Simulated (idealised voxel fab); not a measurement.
process module | voxel local oxidation
cross-section cut | 275 nm wide | cells 5 nm
A cross-section is a grid of square cells, given in bands from the top down. A band is one or more rows of cells.
Each band's line starts with the height of the band's top and of its bottom, in nm. Then come its materials from left to right, each with its width in nm. One material with "throughout" fills the band from edge to edge. "air" is empty space.
Height 0 is the level under which the wafer as received is all one material. The lowest band goes on downwards, as in "0 down".
A width such as "30 to 40" changes by the same amount from each row of cells to the next, from the band's top row to its bottom row.
"no change" after a step means that no cell of the cross-section changed.
closed voids: empty space of 8 cells or more with no open way to the top, each as width x height at its distance from the left edge, in nm
after a step's settings: what the simulator itself notes on the step
overlay nm, on a step with a mask: how far to the right of its planned place the mask lay; to the left if negative
plan
1 op RECEIVE | material Si
2 op OXIDIZE | depth nm 5
3 op CONFORMAL_DEP | material SiN | thk nm 15
4 op PATTERN | tone cover | mask id ACTIVE | material resist | width nm 130 | thk nm 15 | overlay nm -15
5 op DIRECTIONAL_ETCH | etch materials SiN | depth nm 15
6 op STRIP | etch materials resist
7 op SELECTIVE_ETCH | etch materials SiO2 | depth nm 5
8 op OXIDIZE | depth nm 15
9 op STRIP | etch materials SiN
varied across the wafers: overlay nm of step 4. The plan shows the first wafer's value. All wafers start alike
first wafer as received, after step 1
  0 down: Si throughout
  closed voids: none
first wafer at the end, after step 9
  0 to -5: air 60 | SiO2 120 | air 95
  -5 to -20: SiO2 75 | Si 90 | SiO2 110
  -20 down: Si throughout
  closed voids: none
last wafer at the end
  0 to -5: air 90 | SiO2 120 | air 65
  -5 to -20: SiO2 105 | Si 90 | SiO2 80
  -20 down: Si throughout
  closed voids: none
each wafer at the end: cells of each material gained (+) or lost (-) since it was received, then its closed voids
overlay nm -15 | -166 Si | +135 SiO2 | closed voids: none
overlay nm -10 | -166 Si | +135 SiO2 | closed voids: none
overlay nm -5 | -166 Si | +135 SiO2 | closed voids: none
overlay nm 0 | -166 Si | +135 SiO2 | closed voids: none
overlay nm 5 | -166 Si | +135 SiO2 | closed voids: none
overlay nm 10 | -166 Si | +135 SiO2 | closed voids: none
overlay nm 15 | -166 Si | +135 SiO2 | closed voids: none
